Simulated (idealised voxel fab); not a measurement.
The following process module bears the name voxel fin reveal.
The figure presents cross-section cut, which has a width of 205 nm and is divided into square cells with an edge length of 5 nm.
If you're reading a cross-section in this doc, picture square cells in a grid; it comes to you as bands, top ones listed first down to the bottom, and a band can be one or more rows of cells. Band entry format. Leading values: height of top, height of bottom, nm. Remainder: materials in left-to-right order, each with its width in nm. Special words: "everywhere" on a single material, which then fills the band edge to edge; "blank", empty space. Basically, 0 is our baseline, since under it the wafer straight out of the box is all one material. The bottom band has no lower end and keeps on going down, so it looks like "top 0, no bottom". Graded width ("30..40"): value in top row of band = first number; value in bottom row = second number; row-to-row change constant. Reading "no change" for a step: not a cell of the cross-section changed in it. So "Enclosed cavity list" is basically the list of trapped voids: any empty space of 8 cells or more that can't reach the top through an opening. They're written width x height at distance, the distance being from the left edge, and it's all nm. after a step's settings: what the simulator itself notes on the step. overlay nm: how far to the right of its planned place the mask lay on this masked step (negative: to the left). Pairs follow: section before one process step, section after it down to the lowest changed band, step with settings underneath. Pairs may come from different runs of this module on the same starting wafer; continuity with the pair above only as stated in the "Before processing" entry.
Before processing
	top 15, bottom 5  aC 50 nm, blank 15 nm, aC 30 nm, blank 15 nm, aC 30 nm, blank 15 nm, aC 50 nm
	top 5, bottom 0  SiN 50 nm, blank 15 nm, SiN 30 nm, blank 15 nm, SiN 30 nm, blank 15 nm, SiN 50 nm
	top 0, bottom -35  Si 50 nm, blank 15 nm, Si 30 nm, blank 15 nm, Si 30 nm, blank 15 nm, Si 50 nm
	top -35, no bottom  Si everywhere
	Enclosed cavity list: none
Step Result
	top 5, bottom 0  SiN 50 nm, blank 15 nm, SiN 30 nm, blank 15 nm, SiN 30 nm, blank 15 nm, SiN 50 nm
	Below 0, the layers are the same as they were.
	Enclosed cavity list: none
Can you name the step between the two cross-sections above? It is STRIP (etch materials aC)
Before processing: Please consult the pair immediately above; the cross-section it shows after its step is the state before this step.
Step Result
	top 20, bottom 5  SiO2 everywhere
	top 5, bottom 0  SiN 50 nm, SiO2 15 nm, SiN 30 nm, SiO2 15 nm, SiN 30 nm, SiO2 15 nm, SiN 50 nm
	top 0, bottom -35  Si 50 nm, SiO2 15 nm, Si 30 nm, SiO2 15 nm, Si 30 nm, SiO2 15 nm, Si 50 nm
	Below -35, the layers are the same as they were.
	Enclosed cavity list: none
Can you name the step between the two cross-sections above? It is FILL_DEP (material SiO2; thk nm 15)
Before processing: Please consult the pair immediately above; the cross-section it shows after its step is the state before this step.
Step Result
	top 5, bottom 0  SiN 50 nm, SiO2 15 nm, SiN 30 nm, SiO2 15 nm, SiN 30 nm, SiO2 15 nm, SiN 50 nm
	Below 0, the layers are the same as they were.
	Enclosed cavity list: none
Can you name the step between the two cross-sections above? It is CMP (height nm 5)
Before processing: Please consult the pair immediately above; the cross-section it shows after its step is the state before this step.
Step Result
	top 5, bottom 0  SiN 50 nm, blank 15 nm, SiN 30 nm, blank 15 nm, SiN 30 nm, blank 15 nm, SiN 50 nm
	top 0, bottom -10  Si 50 nm, blank 15 nm, Si 30 nm, blank 15 nm, Si 30 nm, blank 15 nm, Si 50 nm
	Below -10, the layers are the same as they were.
	Enclosed cavity list: none
Can you name the step between the two cross-sections above? It is SELECTIVE_ETCH (etch materials SiO2; depth nm 15)
Before processing: Please consult the pair immediately above; the cross-section it shows after its step is the state before this step.
Step Result
	top 0, bottom -10  Si 50 nm, blank 15 nm, Si 30 nm, blank 15 nm, Si 30 nm, blank 15 nm, Si 50 nm
	Below -10, the layers are the same as they were.
	Enclosed cavity list: none
Can you name the step between the two cross-sections above? It is STRIP (etch materials SiN)
Before processing: Please consult the pair immediately above; the cross-section it shows after its step is the state before this step.
Step Result
	top 5, bottom 0  HfO2 55 nm, blank 5 nm, HfO2 40 nm, blank 5 nm, HfO2 40 nm, blank 5 nm, HfO2 55 nm
	top 0, bottom -5  Si 50 nm, HfO2 5 nm, blank 5 nm, HfO2 5 nm, Si 30 nm, HfO2 5 nm, blank 5 nm, HfO2 5 nm, Si 30 nm, HfO2 5 nm, blank 5 nm, HfO2 5 nm, Si 50 nm
	top -5, bottom -10  Si 50 nm, HfO2 15 nm, Si 30 nm, HfO2 15 nm, Si 30 nm, HfO2 15 nm, Si 50 nm
	Below -10, the layers are the same as they were.
	Enclosed cavity list: none
Can you name the step between the two cross-sections above? It is CONFORMAL_DEP (material HfO2; thk nm 5)
